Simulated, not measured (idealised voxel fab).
Process module name: voxel wiring stack
Square cell edge 5 nm, section width 270 nm, ID cut.
Cross-sections here: square-cell grids, written as top-down lists of bands, a band being one or more rows of cells.
It is stipulated that each band's entry specify, in nanometres, the height of the top of the band and then that of its bottom, followed by the materials of the band in left-to-right sequence, each together with its width in nanometres. A single material marked by the word "throughout" is understood to fill the band from edge to edge; the word "empty" is understood to denote empty space.
Basically, 0 is our baseline, since under it the wafer straight out of the box is all one material. The bottom band has no lower end and keeps on going down, so it looks like "0 down".
The notation "30..40" denotes a width that varies across the rows of cells in the band, beginning at the first number in the top row, finishing at the second number in the bottom row, and changing by an identical amount from each row to the next.
"no modifications" (step): cross-section cells unchanged, all of them.
Closed empty spaces (no open way to the top) of 8 cells or more are what "Closed internal voids" lists, each as width x height at distance from the left edge, nm for all three.
Text after the settings on a step's line: the simulator's own remark on that step.
Among the settings permitted on a step's line is "overlay nm"; applied to a step with a mask, it specifies the extent to which the mask lay to the right of its planned position, whereas a negative figure signifies a position to the left.
# Steps planned for the process
1: RECEIVE, material Si
2: CONFORMAL_DEP, material SiO2, thk nm 10
3: CONFORMAL_DEP, material SiCN, thk nm 5
4: DIRECTIONAL_DEP, material SiO2, thk nm 20
5: DIRECTIONAL_DEP, material aC, thk nm 10
6: PATTERN, tone open, mask id METAL_1, material resist, width nm 20, pitch nm 45, thk nm 30, overlay nm 0
7: DIRECTIONAL_ETCH, etch materials aC, depth nm 10
8: STRIP, etch materials resist
9: DIRECTIONAL_ETCH, etch materials SiO2, depth nm 20
10: DIRECTIONAL_ETCH, etch materials SiCN, depth nm 5
11: STRIP, etch materials aC
12: CONFORMAL_DEP, material TiN, thk nm 5
13: FILL_DEP, material Cu, thk nm 10
14: CMP, height nm 35
15: EPI, material Ru, thk nm 5
16: FILL_DEP, material SiCN, thk nm 5
17: DIRECTIONAL_DEP, material SiO2, thk nm 20
18: PATTERN, tone open, mask id PLUG_1, material resist, width nm 15, thk nm 15, overlay nm 0
19: DIRECTIONAL_ETCH, etch materials SiO2, depth nm 20
20: DIRECTIONAL_ETCH, etch materials SiCN, depth nm 5
21: STRIP, etch materials resist
22: CONFORMAL_DEP, material TiN, thk nm 5
23: FILL_DEP, material Ru, thk nm 5
24: CMP, height nm 65
25: DIRECTIONAL_DEP, material TiN, thk nm 5
26: DIRECTIONAL_DEP, material Ru, thk nm 25
27: MASKED_ETCH, tone cover, mask id METAL_2, width nm 20, pitch nm 45, etch materials Ru, depth nm 25, overlay nm 0
28: MASKED_ETCH, tone cover, mask id METAL_2, width nm 20, pitch nm 45, etch materials TiN, depth nm 5, overlay nm 0
29: CONFORMAL_DEP, material SiN, thk nm 5
30: FILL_DEP, material lowk, thk nm 5
31: CMP, height nm 95
32: CONFORMAL_DEP, material SiCN, thk nm 5
33: DIRECTIONAL_DEP, material SiO2, thk nm 15
34: PATTERN, tone open, mask id PLUG_2, material resist, width nm 15, pitch nm 45, thk nm 15, overlay nm 0
35: DIRECTIONAL_ETCH, etch materials SiO2, depth nm 15
36: DIRECTIONAL_ETCH, etch materials SiCN, depth nm 5
37: STRIP, etch materials resist
38: CONFORMAL_DEP, material TiN, thk nm 5
39: FILL_DEP, material Ru, thk nm 10
40: CMP, height nm 115
41: DIRECTIONAL_DEP, material TiN, thk nm 5
42: DIRECTIONAL_DEP, material Ru, thk nm 15
43: MASKED_ETCH, tone cover, mask id METAL_3, width nm 20, pitch nm 45, etch materials Ru, depth nm 15, overlay nm 0
44: MASKED_ETCH, tone cover, mask id METAL_3, width nm 20, pitch nm 45, etch materials TiN, depth nm 5, overlay nm 0
45: CONFORMAL_DEP, material SiCN, thk nm 5
46: FILL_DEP, material SiO2, thk nm 10
47: CMP, height nm 135
48: CONFORMAL_DEP, material SiCN, thk nm 5
# Wafer, first of two, run as planned
# Here's what the wafer looked like in cross-section when it arrived - that's after step 1
  0 down = Si throughout
  Closed internal voids: none
# Cross-section of the wafer after step 2
  10 to 0 = SiO2 throughout
  No changes below 0.
# Cross-section of the wafer after step 3
  15 to 10 = SiCN throughout
  No changes below 10.
# Cross-section of the wafer after step 4
  35 to 15 = SiO2 throughout
  No changes below 15.
# Cross-section of the wafer after step 5
  45 to 35 = aC throughout
  No changes below 35.
# Cross-section of the wafer after step 6
  75 to 45 = resist=100 / empty=20 / resist=25 / empty=20 / resist=105
  No changes below 45.
# Cross-section of the wafer after step 7
  65 to 45 = resist=100 / empty=20 / resist=25 / empty=20 / resist=105
  45 to 35 = aC=100 / empty=20 / aC=25 / empty=20 / aC=105
  No changes below 35.
# Cross-section of the wafer after step 8
  45 to 35 = aC=100 / empty=20 / aC=25 / empty=20 / aC=105
  No changes below 35.
# Cross-section of the wafer after step 9
  45 to 35 = aC=100 / empty=20 / aC=25 / empty=20 / aC=105
  35 to 15 = SiO2=100 / empty=20 / SiO2=25 / empty=20 / SiO2=105
  No changes below 15.
# Cross-section of the wafer after step 10
  45 to 35 = aC=100 / empty=20 / aC=25 / empty=20 / aC=105
  35 to 15 = SiO2=100 / empty=20 / SiO2=25 / empty=20 / SiO2=105
  15 to 10 = SiCN=100 / empty=20 / SiCN=25 / empty=20 / SiCN=105
  No changes below 10.
# Cross-section of the wafer after step 11
  35 to 15 = SiO2=100 / empty=20 / SiO2=25 / empty=20 / SiO2=105
  No changes below 15.
# Cross-section of the wafer after step 12
  40 to 35 = TiN=105 / empty=10 / TiN=35 / empty=10 / TiN=110
  35 to 15 = SiO2=100 / TiN=5 / empty=10 / TiN=5 / SiO2=25 / TiN=5 / empty=10 / TiN=5 / SiO2=105
  15 to 10 = SiCN=100 / TiN=20 / SiCN=25 / TiN=20 / SiCN=105
  No changes below 10.
# Cross-section of the wafer after step 13
  50 to 40 = Cu throughout
  40 to 35 = TiN=105 / Cu=10 / TiN=35 / Cu=10 / TiN=110
  35 to 15 = SiO2=100 / TiN=5 / Cu=10 / TiN=5 / SiO2=25 / TiN=5 / Cu=10 / TiN=5 / SiO2=105
  No changes below 15.
# Cross-section of the wafer after step 14
  35 to 15 = SiO2=100 / TiN=5 / Cu=10 / TiN=5 / SiO2=25 / TiN=5 / Cu=10 / TiN=5 / SiO2=105
  No changes below 15.
# Cross-section of the wafer after step 15
  40 to 35 = empty=95 / Ru=30 / empty=15 / Ru=30 / empty=100
  No changes below 35.
# Cross-section of the wafer after step 16
  45 to 40 = SiCN throughout
  40 to 35 = SiCN=95 / Ru=30 / SiCN=15 / Ru=30 / SiCN=100
  No changes below 35.
# Cross-section of the wafer after step 17
  65 to 45 = SiO2 throughout
  No changes below 45.
# Cross-section of the wafer after step 18
  80 to 65 = resist=100 / empty=15 / resist=155
  No changes below 65.
# Cross-section of the wafer after step 19
  80 to 65 = resist=100 / empty=15 / resist=155
  65 to 45 = SiO2=100 / empty=15 / SiO2=155
  No changes below 45.
# Cross-section of the wafer after step 20
  80 to 65 = resist=100 / empty=15 / resist=155
  65 to 45 = SiO2=100 / empty=15 / SiO2=155
  45 to 40 = SiCN=100 / empty=15 / SiCN=155
  No changes below 40.
# Cross-section of the wafer after step 21
  65 to 45 = SiO2=100 / empty=15 / SiO2=155
  No changes below 45.
# Cross-section of the wafer after step 22
  70 to 65 = TiN=105 / empty=5 / TiN=160
  65 to 45 = SiO2=100 / TiN=5 / empty=5 / TiN=5 / SiO2=155
  45 to 40 = SiCN=100 / TiN=15 / SiCN=155
  No changes below 40.
# Cross-section of the wafer after step 23
  75 to 70 = Ru throughout
  70 to 65 = TiN=105 / Ru=5 / TiN=160
  65 to 45 = SiO2=100 / TiN=5 / Ru=5 / TiN=5 / SiO2=155
  No changes below 45.
# Cross-section of the wafer after step 24
  65 to 45 = SiO2=100 / TiN=5 / Ru=5 / TiN=5 / SiO2=155
  No changes below 45.
# Cross-section of the wafer after step 25
  70 to 65 = TiN throughout
  No changes below 65.
# Cross-section of the wafer after step 26
  95 to 70 = Ru throughout
  No changes below 70.
# Cross-section of the wafer after step 27
  95 to 70 = empty=100 / Ru=20 / empty=25 / Ru=20 / empty=105
  No changes below 70.
# Cross-section of the wafer after step 28
  95 to 70 = empty=100 / Ru=20 / empty=25 / Ru=20 / empty=105
  70 to 65 = empty=100 / TiN=20 / empty=25 / TiN=20 / empty=105
  No changes below 65.
# Cross-section of the wafer after step 29
  100 to 95 = empty=95 / SiN=30 / empty=15 / SiN=30 / empty=100
  95 to 70 = empty=95 / SiN=5 / Ru=20 / SiN=5 / empty=15 / SiN=5 / Ru=20 / SiN=5 / empty=100
  70 to 65 = SiN=100 / TiN=20 / SiN=25 / TiN=20 / SiN=105
  No changes below 65.
# Cross-section of the wafer after step 30
  105 to 100 = lowk throughout
  100 to 95 = lowk=95 / SiN=30 / lowk=15 / SiN=30 / lowk=100
  95 to 70 = lowk=95 / SiN=5 / Ru=20 / SiN=5 / lowk=15 / SiN=5 / Ru=20 / SiN=5 / lowk=100
  No changes below 70.
# Cross-section of the wafer after step 31
  95 to 70 = lowk=95 / SiN=5 / Ru=20 / SiN=5 / lowk=15 / SiN=5 / Ru=20 / SiN=5 / lowk=100
  No changes below 70.
# Cross-section of the wafer after step 32
  100 to 95 = SiCN throughout
  No changes below 95.
# Cross-section of the wafer after step 33
  115 to 100 = SiO2 throughout
  No changes below 100.
# Cross-section of the wafer after step 34
  130 to 115 = resist=100 / empty=15 / resist=30 / empty=15 / resist=110
  No changes below 115.
# Cross-section of the wafer after step 35
  130 to 115 = resist=100 / empty=15 / resist=30 / empty=15 / resist=110
  115 to 100 = SiO2=100 / empty=15 / SiO2=30 / empty=15 / SiO2=110
  No changes below 100.
# Cross-section of the wafer after step 36
  130 to 115 = resist=100 / empty=15 / resist=30 / empty=15 / resist=110
  115 to 100 = SiO2=100 / empty=15 / SiO2=30 / empty=15 / SiO2=110
  100 to 95 = SiCN=100 / empty=15 / SiCN=30 / empty=15 / SiCN=110
  No changes below 95.
# Cross-section of the wafer after step 37
  115 to 100 = SiO2=100 / empty=15 / SiO2=30 / empty=15 / SiO2=110
  No changes below 100.
# Cross-section of the wafer after step 38
  120 to 115 = TiN=105 / empty=5 / TiN=40 / empty=5 / TiN=115
  115 to 100 = SiO2=100 / TiN=5 / empty=5 / TiN=5 / SiO2=30 / TiN=5 / empty=5 / TiN=5 / SiO2=110
  100 to 95 = SiCN=100 / TiN=15 / SiCN=30 / TiN=15 / SiCN=110
  No changes below 95.
# Cross-section of the wafer after step 39
  130 to 120 = Ru throughout
  120 to 115 = TiN=105 / Ru=5 / TiN=40 / Ru=5 / TiN=115
  115 to 100 = SiO2=100 / TiN=5 / Ru=5 / TiN=5 / SiO2=30 / TiN=5 / Ru=5 / TiN=5 / SiO2=110
  No changes below 100.
# Cross-section of the wafer after step 40
  115 to 100 = SiO2=100 / TiN=5 / Ru=5 / TiN=5 / SiO2=30 / TiN=5 / Ru=5 / TiN=5 / SiO2=110
  No changes below 100.
# Cross-section of the wafer after step 41
  120 to 115 = TiN throughout
  No changes below 115.
# Cross-section of the wafer after step 42
  135 to 120 = Ru throughout
  No changes below 120.
# Cross-section of the wafer after step 43
  135 to 120 = empty=100 / Ru=20 / empty=25 / Ru=20 / empty=105
  No changes below 120.
# Cross-section of the wafer after step 44
  135 to 120 = empty=100 / Ru=20 / empty=25 / Ru=20 / empty=105
  120 to 115 = empty=100 / TiN=20 / empty=25 / TiN=20 / empty=105
  No changes below 115.
# Cross-section of the wafer after step 45
  140 to 135 = empty=95 / SiCN=30 / empty=15 / SiCN=30 / empty=100
  135 to 120 = empty=95 / SiCN=5 / Ru=20 / SiCN=5 / empty=15 / SiCN=5 / Ru=20 / SiCN=5 / empty=100
  120 to 115 = SiCN=100 / TiN=20 / SiCN=25 / TiN=20 / SiCN=105
  No changes below 115.
# Cross-section of the wafer after step 46
  150 to 140 = SiO2 throughout
  140 to 135 = SiO2=95 / SiCN=30 / SiO2=15 / SiCN=30 / SiO2=100
  135 to 120 = SiO2=95 / SiCN=5 / Ru=20 / SiCN=5 / SiO2=15 / SiCN=5 / Ru=20 / SiCN=5 / SiO2=100
  No changes below 120.
# Cross-section of the wafer after step 47
  135 to 120 = SiO2=95 / SiCN=5 / Ru=20 / SiCN=5 / SiO2=15 / SiCN=5 / Ru=20 / SiCN=5 / SiO2=100
  No changes below 120.
# Cross-section of the wafer after step 48
  140 to 135 = SiCN throughout
  No changes below 135.
# Second wafer - shared start and plan with the first - one error in running - same as the first up to step 30 inclusive
# Second wafer profile in section, at the moment step 31 of the plan was meant to be complete
  95 to 70 = lowk=95 / SiN=5 / Ru=20 / SiN=5 / lowk=15 / SiN=5 / Ru=20 / SiN=5 / lowk=100
  No changes below 70.
# Second wafer profile in section, at the moment step 32 of the plan was meant to be complete
  100 to 95 = SiCN throughout
  No changes below 95.
# Second wafer profile in section, at the moment step 33 of the plan was meant to be complete
  115 to 100 = SiO2 throughout
  No changes below 100.
# Second wafer profile in section, at the moment step 34 of the plan was meant to be complete
  130 to 115 = resist=100 / empty=15 / resist=30 / empty=15 / resist=110
  No changes below 115.
# Second wafer profile in section, at the moment step 35 of the plan was meant to be complete
  130 to 115 = resist=100 / empty=15 / resist=30 / empty=15 / resist=110
  115 to 100 = SiO2=100 / empty=15 / SiO2=30 / empty=15 / SiO2=110
  No changes below 100.
# Second wafer profile in section, at the moment step 36 of the plan was meant to be complete
  130 to 115 = resist=100 / empty=15 / resist=30 / empty=15 / resist=110
  115 to 100 = SiO2=100 / empty=15 / SiO2=30 / empty=15 / SiO2=110
  100 to 95 = SiCN=100 / empty=15 / SiCN=30 / empty=15 / SiCN=110
  No changes below 95.
# Second wafer profile in section, at the moment step 37 of the plan was meant to be complete
  115 to 100 = SiO2=100 / empty=15 / SiO2=30 / empty=15 / SiO2=110
  No changes below 100.
# Second wafer profile in section, at the moment step 38 of the plan was meant to be complete
  120 to 115 = TiN=105 / empty=5 / TiN=40 / empty=5 / TiN=115
  115 to 100 = SiO2=100 / TiN=5 / empty=5 / TiN=5 / SiO2=30 / TiN=5 / empty=5 / TiN=5 / SiO2=110
  100 to 95 = SiCN=100 / TiN=15 / SiCN=30 / TiN=15 / SiCN=110
  No changes below 95.
# Second wafer profile in section, at the moment step 39 of the plan was meant to be complete
  130 to 120 = Ru throughout
  120 to 115 = TiN=105 / Ru=5 / TiN=40 / Ru=5 / TiN=115
  115 to 100 = SiO2=100 / TiN=5 / Ru=5 / TiN=5 / SiO2=30 / TiN=5 / Ru=5 / TiN=5 / SiO2=110
  No changes below 100.
# Second wafer profile in section, at the moment step 40 of the plan was meant to be complete
  115 to 100 = SiO2=100 / TiN=5 / Ru=5 / TiN=5 / SiO2=30 / TiN=5 / Ru=5 / TiN=5 / SiO2=110
  No changes below 100.
# Second wafer profile in section, at the moment step 41 of the plan was meant to be complete
  120 to 115 = TiN throughout
  No changes below 115.
# Second wafer profile in section, at the moment step 42 of the plan was meant to be complete
  135 to 120 = Ru throughout
  No changes below 120.
# Second wafer profile in section, at the moment step 43 of the plan was meant to be complete
  135 to 120 = empty=100 / Ru=20 / empty=25 / Ru=20 / empty=105
  No changes below 120.
# Second wafer profile in section, at the moment step 44 of the plan was meant to be complete
  135 to 120 = empty=100 / Ru=20 / empty=25 / Ru=20 / empty=105
  120 to 115 = empty=100 / TiN=20 / empty=25 / TiN=20 / empty=105
  No changes below 115.
# Second wafer profile in section, at the moment step 45 of the plan was meant to be complete
  140 to 135 = empty=95 / SiCN=30 / empty=15 / SiCN=30 / empty=100
  135 to 120 = empty=95 / SiCN=5 / Ru=20 / SiCN=5 / empty=15 / SiCN=5 / Ru=20 / SiCN=5 / empty=100
  120 to 115 = SiCN=100 / TiN=20 / SiCN=25 / TiN=20 / SiCN=105
  No changes below 115.
# Second wafer profile in section, at the moment step 46 of the plan was meant to be complete
  150 to 140 = SiO2 throughout
  140 to 135 = SiO2=95 / SiCN=30 / SiO2=15 / SiCN=30 / SiO2=100
  135 to 120 = SiO2=95 / SiCN=5 / Ru=20 / SiCN=5 / SiO2=15 / SiCN=5 / Ru=20 / SiCN=5 / SiO2=100
  No changes below 120.
# Second wafer profile in section, at the moment step 47 of the plan was meant to be complete
  135 to 120 = SiO2=95 / SiCN=5 / Ru=20 / SiCN=5 / SiO2=15 / SiCN=5 / Ru=20 / SiCN=5 / SiO2=100
  No changes below 120.
# Second wafer profile in section, at the moment step 48 of the plan was meant to be complete
  140 to 135 = SiCN throughout
  No changes below 135.
Nonconformance to the process plan: regarding the plan, step 31 was run twice
The two wafers finish with the same cross-section, and therefore the mistake leaves the computed outcome of this model unchanged.
